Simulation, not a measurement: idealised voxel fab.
Process module under the name voxel wiring stack
Section shown: cut. Width: 240 nm. Cell size: 5 nm, square.
Cross-sections here: square-cell grids, written as top-down lists of bands, a band being one or more rows of cells.
Read a band's entry like this: the first values are the height of its top and the height of its bottom in nm, and what follows is the sequence of materials from left to right, each with its width in nm. Note that "air" is empty space, and that a single material marked "all across" reaches across the band from edge to edge.
The level at which height equals 0 is the one under which the wafer, as it arrives, is entirely one material. No lower edge exists for the bottom band, which continues downward and is notated as in "from 0 down".
Per-row width for "30 to 40": begins at first number (top row of band), ends at second number (bottom row), increment between rows held constant.
"nothing altered" -> step changed no cross-section cell.
Under "Sealed-off cavities" you'll find the enclosed gaps, the ones with no way out to the top, that are 8 cells or bigger; each reads width x height at distance, with distance counted from the left edge, everything in nm.
That trailing text on a step's line, after the settings, is the simulator's own remark on the step.
overlay nm: where the mask lay relative to plan, measured to the right, on steps with a mask; negatives go left.
## Planned process steps
1. RECEIVE | material Si
2. CONFORMAL_DEP | material SiO2 | thk nm 10
3. CONFORMAL_DEP | material SiN | thk nm 5
4. DIRECTIONAL_DEP | material lowk | thk nm 15
5. MASKED_ETCH | tone open | mask id METAL_1 | width nm 30 | pitch nm 45 | etch materials lowk | depth nm 15 | overlay nm 0
6. MASKED_ETCH | tone open | mask id METAL_1 | width nm 30 | pitch nm 45 | etch materials SiN | depth nm 5 | overlay nm 0
7. CONFORMAL_DEP | material TiN | thk nm 5
8. FILL_DEP | material Cu | thk nm 5
9. CMP | height nm 30
10. CONFORMAL_DEP | material SiCN | thk nm 5
11. DIRECTIONAL_DEP | material SiO2 | thk nm 10
12. PATTERN | tone open | mask id PLUG_1 | material resist | width nm 15 | pitch nm 45 | thk nm 20 | overlay nm 0
13. DIRECTIONAL_ETCH | etch materials SiO2 | depth nm 10
14. DIRECTIONAL_ETCH | etch materials SiCN | depth nm 5
15. STRIP | etch materials resist
16. CONFORMAL_DEP | material TiN | thk nm 5
17. FILL_DEP | material W | thk nm 5
18. CMP | height nm 45
19. DIRECTIONAL_DEP | material TiN | thk nm 5
20. DIRECTIONAL_DEP | material W | thk nm 15
21. PATTERN | tone cover | mask id METAL_2 | material resist | width nm 30 | pitch nm 45 | thk nm 20 | overlay nm 0
22. DIRECTIONAL_ETCH | etch materials W | depth nm 15
23. DIRECTIONAL_ETCH | etch materials TiN | depth nm 5
24. STRIP | etch materials resist
25. FILL_DEP | material lowk | thk nm 10
26. CMP | height nm 65
27. CONFORMAL_DEP | material SiCN | thk nm 5
28. DIRECTIONAL_DEP | material lowk | thk nm 10
29. PATTERN | tone open | mask id PLUG_2 | material resist | width nm 15 | pitch nm 90 | thk nm 15 | overlay nm 0
30. DIRECTIONAL_ETCH | etch materials lowk | depth nm 10
31. DIRECTIONAL_ETCH | etch materials SiCN | depth nm 5
32. STRIP | etch materials resist
33. EPI | material Ru | thk nm 10
34. EPI | material Ru | thk nm 5
35. CONFORMAL_DEP | material SiCN | thk nm 5
36. DIRECTIONAL_DEP | material SiO2 | thk nm 20
37. MASKED_ETCH | tone open | mask id METAL_3 | width nm 30 | pitch nm 45 | etch materials SiO2 | depth nm 20 | overlay nm 0
38. MASKED_ETCH | tone open | mask id METAL_3 | width nm 30 | pitch nm 45 | etch materials SiCN | depth nm 5 | overlay nm 0
39. CONFORMAL_DEP | material TiN | thk nm 5
40. FILL_DEP | material Cu | thk nm 10
41. CMP | height nm 105
42. CONFORMAL_DEP | material SiCN | thk nm 5
43. DIRECTIONAL_DEP | material lowk | thk nm 35
44. MASKED_ETCH | tone open | mask id METAL_4 | width nm 30 | pitch nm 45 | etch materials lowk | depth nm 20 | overlay nm 0
45. MASKED_ETCH | tone open | mask id METAL_4_HOLES | width nm 15 | pitch nm 45 | etch materials lowk | depth nm 15 | overlay nm 0
46. MASKED_ETCH | tone open | mask id METAL_4_HOLES | width nm 15 | pitch nm 45 | etch materials SiCN | depth nm 5 | overlay nm 0
47. CONFORMAL_DEP | material TiN | thk nm 5
48. FILL_DEP | material Cu | thk nm 5
49. CMP | height nm 145
50. CONFORMAL_DEP | material SiN | thk nm 5
## Cross-section of the incoming wafer, state after step 1
- from 0 down | Si all across
- Sealed-off cavities: none
## First of two wafers at the end of the module, shown in cross-section; run carried out as planned
- from 150 to 145 | SiN all across
- from 145 to 130 | lowk 60 / TiN 5 / Cu 20 / TiN 5 / lowk 15 / TiN 5 / Cu 20 / TiN 5 / lowk 15 / TiN 5 / Cu 20 / TiN 5 / lowk 60
- from 130 to 125 | lowk 60 / TiN 5 / Cu 5 / TiN 20 / lowk 15 / TiN 5 / Cu 5 / TiN 20 / lowk 15 / TiN 5 / Cu 5 / TiN 20 / lowk 60
- from 125 to 110 | lowk 60 / TiN 5 / Cu 5 / TiN 5 / lowk 30 / TiN 5 / Cu 5 / TiN 5 / lowk 30 / TiN 5 / Cu 5 / TiN 5 / lowk 75
- from 110 to 105 | SiCN 60 / TiN 15 / SiCN 30 / TiN 15 / SiCN 30 / TiN 15 / SiCN 75
- from 105 to 85 | SiO2 60 / TiN 5 / Cu 20 / TiN 5 / SiO2 15 / TiN 5 / Cu 20 / TiN 5 / SiO2 15 / TiN 5 / Cu 20 / TiN 5 / SiO2 60
- from 85 to 80 | SiCN 60 / TiN 30 / SiCN 15 / TiN 30 / SiCN 15 / TiN 30 / SiCN 60
- from 80 to 70 | lowk 60 / Ru 15 / lowk 75 / Ru 15 / lowk 75
- from 70 to 65 | SiCN 60 / Ru 15 / SiCN 75 / Ru 15 / SiCN 75
- from 65 to 50 | lowk 60 / W 30 / lowk 15 / W 30 / lowk 15 / W 30 / lowk 60
- from 50 to 45 | lowk 60 / TiN 30 / lowk 15 / TiN 30 / lowk 15 / TiN 30 / lowk 60
- from 45 to 35 | SiO2 60 / TiN 5 / W 5 / TiN 5 / SiO2 30 / TiN 5 / W 5 / TiN 5 / SiO2 30 / TiN 5 / W 5 / TiN 5 / SiO2 75
- from 35 to 30 | SiCN 60 / TiN 15 / SiCN 30 / TiN 15 / SiCN 30 / TiN 15 / SiCN 75
- from 30 to 15 | lowk 60 / TiN 5 / Cu 20 / TiN 5 / lowk 15 / TiN 5 / Cu 20 / TiN 5 / lowk 15 / TiN 5 / Cu 20 / TiN 5 / lowk 60
- from 15 to 10 | SiN 60 / TiN 30 / SiN 15 / TiN 30 / SiN 15 / TiN 30 / SiN 60
- from 10 to 0 | SiO2 all across
- from 0 down | Si all across
- Sealed-off cavities: none
## Cross-section of the latter of the two wafers at module completion. It had an identical start and an identical plan to the former; in running it, one mistake was made
- from 150 to 145 | SiN all across
- from 145 to 130 | lowk 60 / TiN 5 / Cu 20 / TiN 5 / lowk 15 / TiN 5 / Cu 20 / TiN 5 / lowk 15 / TiN 5 / Cu 20 / TiN 5 / lowk 60
- from 130 to 125 | lowk 60 / TiN 5 / Cu 5 / TiN 20 / lowk 15 / TiN 5 / Cu 5 / TiN 20 / lowk 15 / TiN 5 / Cu 5 / TiN 20 / lowk 60
- from 125 to 110 | lowk 60 / TiN 5 / Cu 5 / TiN 5 / lowk 30 / TiN 5 / Cu 5 / TiN 5 / lowk 30 / TiN 5 / Cu 5 / TiN 5 / lowk 75
- from 110 to 105 | SiCN 60 / TiN 15 / SiCN 30 / TiN 15 / SiCN 30 / TiN 15 / SiCN 75
- from 105 to 95 | SiO2 60 / TiN 5 / Cu 20 / TiN 5 / SiO2 15 / TiN 5 / Cu 20 / TiN 5 / SiO2 15 / TiN 5 / Cu 20 / TiN 5 / SiO2 60
- from 95 to 90 | SiO2 45 / SiCN 15 / TiN 30 / SiO2 15 / TiN 5 / Cu 20 / TiN 5 / SiCN 15 / TiN 30 / SiO2 60
- from 90 to 85 | SiO2 45 / SiCN 5 / Ru 35 / SiCN 5 / SiO2 15 / TiN 5 / Cu 20 / TiN 5 / SiCN 5 / Ru 35 / SiCN 5 / SiO2 60
- from 85 to 80 | SiCN 50 / Ru 35 / SiCN 20 / TiN 30 / SiCN 5 / Ru 35 / SiCN 65
- from 80 to 70 | lowk 60 / Ru 15 / lowk 75 / Ru 15 / lowk 75
- from 70 to 65 | SiCN 60 / Ru 15 / SiCN 75 / Ru 15 / SiCN 75
- from 65 to 50 | lowk 60 / W 30 / lowk 15 / W 30 / lowk 15 / W 30 / lowk 60
- from 50 to 45 | lowk 60 / TiN 30 / lowk 15 / TiN 30 / lowk 15 / TiN 30 / lowk 60
- from 45 to 35 | SiO2 60 / TiN 5 / W 5 / TiN 5 / SiO2 30 / TiN 5 / W 5 / TiN 5 / SiO2 30 / TiN 5 / W 5 / TiN 5 / SiO2 75
- from 35 to 30 | SiCN 60 / TiN 15 / SiCN 30 / TiN 15 / SiCN 30 / TiN 15 / SiCN 75
- from 30 to 15 | lowk 60 / TiN 5 / Cu 20 / TiN 5 / lowk 15 / TiN 5 / Cu 20 / TiN 5 / lowk 15 / TiN 5 / Cu 20 / TiN 5 / lowk 60
- from 15 to 10 | SiN 60 / TiN 30 / SiN 15 / TiN 30 / SiN 15 / TiN 30 / SiN 60
- from 10 to 0 | SiO2 all across
- from 0 down | Si all across
- Sealed-off cavities: none
Processing error: regarding the plan, step 33 was run twice
End of process, cell counts, second wafer against first, materials with more or fewer: 16 fewer of Cu; 28 more of Ru; 8 more of SiCN; 12 fewer of SiO2; 8 fewer of TiN
